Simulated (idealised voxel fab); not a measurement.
Name of the process module below: voxel quadruple lines
Section shown: cut. Width: 300 nm. Cell size: 5 nm, square.
A cross-section is written here as square cells arranged in a grid, and it is given in bands from the top down, each band taking up one or more rows of cells. Band: top and bottom heights (nm) first, top before bottom; then materials from left to right, widths in nm. "full width" marks a sole material filling the band edge to edge. "air" denotes empty space. All heights in this document are referenced to 0, defined as the level beneath which the wafer, as received, consists entirely of one material. The lowest band is not bounded below; it extends indefinitely downward and is written in the form "top 0, no bottom". A width given as "30->40" starts at the first number in the band's top row and ends at the second number in its bottom row, shifting by an equal amount at every step from row to row. The cross-section has no changed cell in any step marked "remains unaltered". "Closed void listing" contains a list of empty spaces, each no smaller than 8 cells and without an open way to the top, written in the form width x height at distance with the distance from the left edge and all three in nm. Post-settings text on a step line: simulator's own remark regarding the step. What "overlay nm" on a step's line means: if the step has a mask, that mask lay this far to the right of its planned place, or, when the value is negative, to the left.
Plan
- 1: op RECEIVE | material Si
- 2: op CONFORMAL_DEP | material Al2O3 | thk nm 5
- 3: op DIRECTIONAL_DEP | material TiN | thk nm 10
- 4: op DIRECTIONAL_DEP | material polySi | thk nm 15
- 5: op DIRECTIONAL_DEP | material aC | thk nm 25
- 6: op PATTERN | tone cover | mask id MANDREL | material resist | width nm 35 | pitch nm 100 | thk nm 30 | overlay nm 0
- 7: op DIRECTIONAL_ETCH | etch materials aC | depth nm 25
- 8: op STRIP | etch materials resist
- 9: op CONFORMAL_DEP | material SiO2 | thk nm 15
- 10: op DIRECTIONAL_ETCH | etch materials SiO2 | depth nm 15
- 11: op STRIP | etch materials aC
- 12: op DIRECTIONAL_ETCH | etch materials polySi | depth nm 15
- 13: op STRIP | etch materials SiO2
- 14: op CONFORMAL_DEP | material SiCN | thk nm 10
- 15: op DIRECTIONAL_ETCH | etch materials SiCN | depth nm 10
- 16: op STRIP | etch materials polySi
- 17: op DIRECTIONAL_ETCH | etch materials TiN | depth nm 10
- 18: op STRIP | etch materials SiCN
The first of a set of two wafers, run to plan
As received, after step 1
    top 0, no bottom: Si full width
    Closed void listing: none
Wafer after step 2 (cross-section)
    top 5, bottom 0: Al2O3 full width
    Anything lower than 0 is untouched.
Wafer after step 3 (cross-section)
    top 15, bottom 5: TiN full width
    Anything lower than 5 is untouched.
Wafer after step 4 (cross-section)
    top 30, bottom 15: polySi full width
    Anything lower than 15 is untouched.
Wafer after step 5 (cross-section)
    top 55, bottom 30: aC full width
    Anything lower than 30 is untouched.
Wafer after step 6 (cross-section)
    top 85, bottom 55: air (80), then resist (35), then air (65), then resist (35), then air (85)
    Anything lower than 55 is untouched.
Wafer after step 7 (cross-section)
    top 60, bottom 55: air (80), then resist (35), then air (65), then resist (35), then air (85)
    top 55, bottom 30: air (80), then aC (35), then air (65), then aC (35), then air (85)
    Anything lower than 30 is untouched.
Wafer after step 8 (cross-section)
    top 55, bottom 30: air (80), then aC (35), then air (65), then aC (35), then air (85)
    Anything lower than 30 is untouched.
Wafer after step 9 (cross-section)
    top 70, bottom 55: air (65), then SiO2 (65), then air (35), then SiO2 (65), then air (70)
    top 55, bottom 45: air (65), then SiO2 (15), then aC (35), then SiO2 (15), then air (35), then SiO2 (15), then aC (35), then SiO2 (15), then air (70)
    top 45, bottom 30: SiO2 (80), then aC (35), then SiO2 (65), then aC (35), then SiO2 (85)
    Anything lower than 30 is untouched.
Wafer after step 10 (cross-section)
    top 55, bottom 30: air (65), then SiO2 (15), then aC (35), then SiO2 (15), then air (35), then SiO2 (15), then aC (35), then SiO2 (15), then air (70)
    Anything lower than 30 is untouched.
Wafer after step 11 (cross-section)
    top 55, bottom 30: air (65), then SiO2 (15), then air (35), then SiO2 (15), then air (35), then SiO2 (15), then air (35), then SiO2 (15), then air (70)
    Anything lower than 30 is untouched.
Wafer after step 12 (cross-section)
    top 55, bottom 30: air (65), then SiO2 (15), then air (35), then SiO2 (15), then air (35), then SiO2 (15), then air (35), then SiO2 (15), then air (70)
    top 30, bottom 15: air (65), then polySi (15), then air (35), then polySi (15), then air (35), then polySi (15), then air (35), then polySi (15), then air (70)
    Anything lower than 15 is untouched.
Wafer after step 13 (cross-section)
    top 30, bottom 15: air (65), then polySi (15), then air (35), then polySi (15), then air (35), then polySi (15), then air (35), then polySi (15), then air (70)
    Anything lower than 15 is untouched.
Wafer after step 14 (cross-section)
    top 40, bottom 30: air (55), then SiCN (35), then air (15), then SiCN (35), then air (15), then SiCN (35), then air (15), then SiCN (35), then air (60)
    top 30, bottom 25: air (55), then SiCN (10), then polySi (15), then SiCN (10), then air (15), then SiCN (10), then polySi (15), then SiCN (10), then air (15), then SiCN (10), then polySi (15), then SiCN (10), then air (15), then SiCN (10), then polySi (15), then SiCN (10), then air (60)
    top 25, bottom 15: SiCN (65), then polySi (15), then SiCN (35), then polySi (15), then SiCN (35), then polySi (15), then SiCN (35), then polySi (15), then SiCN (70)
    Anything lower than 15 is untouched.
Wafer after step 15 (cross-section)
    top 30, bottom 15: air (55), then SiCN (10), then polySi (15), then SiCN (10), then air (15), then SiCN (10), then polySi (15), then SiCN (10), then air (15), then SiCN (10), then polySi (15), then SiCN (10), then air (15), then SiCN (10), then polySi (15), then SiCN (10), then air (60)
    Anything lower than 15 is untouched.
Wafer after step 16 (cross-section)
    top 30, bottom 15: air (55), then SiCN (10), then air (15), then SiCN (10), then air (15), then SiCN (10), then air (15), then SiCN (10), then air (15), then SiCN (10), then air (15), then SiCN (10), then air (15), then SiCN (10), then air (15), then SiCN (10), then air (60)
    Anything lower than 15 is untouched.
Wafer after step 17 (cross-section)
    top 30, bottom 15: air (55), then SiCN (10), then air (15), then SiCN (10), then air (15), then SiCN (10), then air (15), then SiCN (10), then air (15), then SiCN (10), then air (15), then SiCN (10), then air (15), then SiCN (10), then air (15), then SiCN (10), then air (60)
    top 15, bottom 5: air (55), then TiN (10), then air (15), then TiN (10), then air (15), then TiN (10), then air (15), then TiN (10), then air (15), then TiN (10), then air (15), then TiN (10), then air (15), then TiN (10), then air (15), then TiN (10), then air (60)
    Anything lower than 5 is untouched.
Wafer after step 18 (cross-section)
    top 15, bottom 5: air (55), then TiN (10), then air (15), then TiN (10), then air (15), then TiN (10), then air (15), then TiN (10), then air (15), then TiN (10), then air (15), then TiN (10), then air (15), then TiN (10), then air (15), then TiN (10), then air (60)
    Anything lower than 5 is untouched.
Second of two: same start, same plan, one run error; steps up to and including 5 match the first
Cross-sectional view of the second wafer at the intended end time of process step 6
    top 85, bottom 55: air (85), then resist (30), then air (70), then resist (30), then air (85)
    Anything lower than 55 is untouched.
Cross-sectional view of the second wafer at the intended end time of process step 7
    top 60, bottom 55: air (85), then resist (30), then air (70), then resist (30), then air (85)
    top 55, bottom 30: air (85), then aC (30), then air (70), then aC (30), then air (85)
    Anything lower than 30 is untouched.
Cross-sectional view of the second wafer at the intended end time of process step 8
    top 55, bottom 30: air (85), then aC (30), then air (70), then aC (30), then air (85)
    Anything lower than 30 is untouched.
Cross-sectional view of the second wafer at the intended end time of process step 9
    top 70, bottom 55: air (70), then SiO2 (60), then air (40), then SiO2 (60), then air (70)
    top 55, bottom 45: air (70), then SiO2 (15), then aC (30), then SiO2 (15), then air (40), then SiO2 (15), then aC (30), then SiO2 (15), then air (70)
    top 45, bottom 30: SiO2 (85), then aC (30), then SiO2 (70), then aC (30), then SiO2 (85)
    Anything lower than 30 is untouched.
Cross-sectional view of the second wafer at the intended end time of process step 10
    top 55, bottom 30: air (70), then SiO2 (15), then aC (30), then SiO2 (15), then air (40), then SiO2 (15), then aC (30), then SiO2 (15), then air (70)
    Anything lower than 30 is untouched.
Cross-sectional view of the second wafer at the intended end time of process step 11
    top 55, bottom 30: air (70), then SiO2 (15), then air (30), then SiO2 (15), then air (40), then SiO2 (15), then air (30), then SiO2 (15), then air (70)
    Anything lower than 30 is untouched.
Cross-sectional view of the second wafer at the intended end time of process step 12
    top 55, bottom 30: air (70), then SiO2 (15), then air (30), then SiO2 (15), then air (40), then SiO2 (15), then air (30), then SiO2 (15), then air (70)
    top 30, bottom 15: air (70), then polySi (15), then air (30), then polySi (15), then air (40), then polySi (15), then air (30), then polySi (15), then air (70)
    Anything lower than 15 is untouched.
Cross-sectional view of the second wafer at the intended end time of process step 13
    top 30, bottom 15: air (70), then polySi (15), then air (30), then polySi (15), then air (40), then polySi (15), then air (30), then polySi (15), then air (70)
    Anything lower than 15 is untouched.
Cross-sectional view of the second wafer at the intended end time of process step 14
    top 40, bottom 30: air (60), then SiCN (35), then air (10), then SiCN (35), then air (20), then SiCN (35), then air (10), then SiCN (35), then air (60)
    top 30, bottom 25: air (60), then SiCN (10), then polySi (15), then SiCN (10), then air (10), then SiCN (10), then polySi (15), then SiCN (10), then air (20), then SiCN (10), then polySi (15), then SiCN (10), then air (10), then SiCN (10), then polySi (15), then SiCN (10), then air (60)
    top 25, bottom 15: SiCN (70), then polySi (15), then SiCN (30), then polySi (15), then SiCN (40), then polySi (15), then SiCN (30), then polySi (15), then SiCN (70)
    Anything lower than 15 is untouched.
Cross-sectional view of the second wafer at the intended end time of process step 15
    top 30, bottom 15: air (60), then SiCN (10), then polySi (15), then SiCN (10), then air (10), then SiCN (10), then polySi (15), then SiCN (10), then air (20), then SiCN (10), then polySi (15), then SiCN (10), then air (10), then SiCN (10), then polySi (15), then SiCN (10), then air (60)
    Anything lower than 15 is untouched.
Cross-sectional view of the second wafer at the intended end time of process step 16
    top 30, bottom 15: air (60), then SiCN (10), then air (15), then SiCN (10), then air (10), then SiCN (10), then air (15), then SiCN (10), then air (20), then SiCN (10), then air (15), then SiCN (10), then air (10), then SiCN (10), then air (15), then SiCN (10), then air (60)
    Anything lower than 15 is untouched.
Cross-sectional view of the second wafer at the intended end time of process step 17
    top 30, bottom 15: air (60), then SiCN (10), then air (15), then SiCN (10), then air (10), then SiCN (10), then air (15), then SiCN (10), then air (20), then SiCN (10), then air (15), then SiCN (10), then air (10), then SiCN (10), then air (15), then SiCN (10), then air (60)
    top 15, bottom 5: air (60), then TiN (10), then air (15), then TiN (10), then air (10), then TiN (10), then air (15), then TiN (10), then air (20), then TiN (10), then air (15), then TiN (10), then air (10), then TiN (10), then air (15), then TiN (10), then air (60)
    Anything lower than 5 is untouched.
Cross-sectional view of the second wafer at the intended end time of process step 18
    top 15, bottom 5: air (60), then TiN (10), then air (15), then TiN (10), then air (10), then TiN (10), then air (15), then TiN (10), then air (20), then TiN (10), then air (15), then TiN (10), then air (10), then TiN (10), then air (15), then TiN (10), then air (60)
    Anything lower than 5 is untouched.
Against the plan, the run slipped here: off-plan run, step 6, actual operation and settings op PATTERN | tone cover | mask id MANDREL | material resist | width nm 30 | pitch nm 100 | thk nm 30 | overlay nm 0
Final state: per-material cell counts identical on both wafers; locations differ.
